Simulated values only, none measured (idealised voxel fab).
Herein follows the process module entitled voxel air gaps.
The width of the displayed cross-section, cut, is 245 nm; its cells are square, with a size of 5 nm.
Format of a cross-section: grid, square cells. Given as bands. Order: top down. Band: one or more rows of cells. Band: top height; bottom height; in nm. Then, left to right: material with width in nm, for each material. "throughout": a single material spanning edge to edge. "empty": empty space. Heights are measured from 0, the level below which the as-received wafer is all one material; the lowest band has no bottom and continues downward, written as in "0 nm and below". With a width like "30 to 40", each row of cells in the band differs from the next by the same amount, the top row carrying the first number and the bottom row the second. It should be understood that the words "no change occurred", when stated for a given step, signify that the cross-section underwent no change in any of its cells during that step. The label "Unvented cavities" introduces a list of the empty spaces, 8 cells or larger, that have no open way up to the top; each entry in it reads width x height at distance, where the distance is taken from the left edge and all three are stated in nm. Text after the settings on a step's line: the simulator's own remark on that step. If you see "overlay nm" on a step's line and that step has a mask, it's telling you how far right of where it was planned the mask ended up; a negative number means it went left instead.
THIS SECTION LISTS THE PROCESS STEPS THAT WERE PLANNED
1 op RECEIVE | material Si
2 op CONFORMAL_DEP | material SiO2 | thk nm 10
3 op CONFORMAL_DEP | material SiN | thk nm 5
4 op DIRECTIONAL_DEP | material SiO2 | thk nm 35
5 op PATTERN | tone open | mask id LINES | material resist | width nm 20 | pitch nm 50 | thk nm 20 | overlay nm 0
6 op DIRECTIONAL_ETCH | etch materials SiO2 | depth nm 35
7 op STRIP | etch materials resist
8 op CONFORMAL_DEP | material TiN | thk nm 5
9 op FILL_DEP | material W | thk nm 10
10 op CMP | height nm 50
11 op EPI | material Ru | thk nm 10
12 op SELECTIVE_ETCH | etch materials SiO2 | depth nm 45
13 op CONFORMAL_DEP | material SiN | thk nm 5
CROSS-SECTION: WAFER ON ARRIVAL = AFTER STEP 1
> 0 nm and below: Si throughout
> Unvented cavities: none
FIGURE: CROSS-SECTIONAL VIEW OF THE WAFER UPON COMPLETION OF THE MODULE, PROCESSED FROM THE INITIAL STATE AND ACCORDING TO THE PLAN DEPICTED ABOVE, WITH ONE ERROR INTRODUCED DURING EXECUTION
> 60 nm to 50 nm: empty=50  Ru=40  empty=10  Ru=40  empty=10  Ru=40  empty=55
> 50 nm to 20 nm: empty=60  TiN=5  W=10  TiN=5  empty=30  TiN=5  W=10  TiN=5  empty=30  TiN=5  W=10  TiN=5  empty=65
> 20 nm to 15 nm: empty=60  TiN=20  empty=30  TiN=20  empty=30  TiN=20  empty=65
> 15 nm to 10 nm: SiN throughout
> 10 nm to 0 nm: SiO2 throughout
> 0 nm and below: Si throughout
> Unvented cavities: none
Nonconformance to the process plan: step 13 of the plan: omitted, not performed
